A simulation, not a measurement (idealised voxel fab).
This is a process module. Its name is voxel lift off.
The cross-section shown here is cut; it is 245 nm wide and divided into square cells measuring 5 nm on a side.
Heads up, the way a cross-section reads in here is a grid of square cells, handed over as bands from the top down, with every band being one or more rows of cells. It is stipulated that each band's entry specify, in nanometres, the height of the top of the band and then that of its bottom, followed by the materials of the band in left-to-right sequence, each together with its width in nanometres. A single material marked by the word "everywhere" is understood to fill the band from edge to edge; the word "empty" is understood to denote empty space. Height datum 0, below which the as-received substrate wafer is one material. Lowest band open at the bottom, running downward: "0 -> down". Width spec "30 to 40" -> top row of cells at first value, bottom row at second value, equal per-row change in between. Basically "nothing was modified" means that step didn't change any cell in the cross-section. Under "Sealed void list" you'll find the enclosed gaps, the ones with no way out to the top, that are 8 cells or bigger; each reads width x height at distance, with distance counted from the left edge, everything in nm. Anything after a step's settings on that line? It's the simulator's own note about the step. A step line may carry the setting "overlay nm", which, for steps involving a mask, states the distance by which the mask lay to the right of its intended position; negative values denote displacement to the left.

THE PROCESS STEPS THAT WERE PLANNED ARE LISTED BELOW
1 RECEIVE (material Si)
2 CONFORMAL_DEP (material SiO2; thk nm 10)
3 PATTERN (tone open; mask id LINES; material resist; width nm 30; pitch nm 45; thk nm 30; overlay nm -15)
4 DIRECTIONAL_DEP (material Ru; thk nm 15)
5 STRIP (etch materials resist)
6 CONFORMAL_DEP (material SiCN; thk nm 5)
Wafer-to-wafer difference: overlay nm, step 3. Common start. Plan = first wafer's value.

CROSS-SECTIONAL VIEW OF THE FIRST OF SEVERAL WAFERS IN THE AS-RECEIVED CONDITION, CORRESPONDING TO THE STATE FOLLOWING STEP 1
0 -> down | Si everywhere
Sealed void list: none

WAFER ROWS; END OF MODULE; CELLS PER MATERIAL SINCE RECEIPT: (+) GAINED, (-) LOST; THEN CLOSED VOIDS
overlay nm -15, +54 Ru, +67 SiCN, +98 SiO2, Sealed void list: none
overlay nm -10, +54 Ru, +67 SiCN, +98 SiO2, Sealed void list: none
overlay nm -5, +54 Ru, +67 SiCN, +98 SiO2, Sealed void list: none
overlay nm 0, +54 Ru, +67 SiCN, +98 SiO2, Sealed void list: none
overlay nm 5, +54 Ru, +67 SiCN, +98 SiO2, Sealed void list: none
overlay nm 10, +54 Ru, +67 SiCN, +98 SiO2, Sealed void list: none
overlay nm 15, +54 Ru, +67 SiCN, +98 SiO2, Sealed void list: none
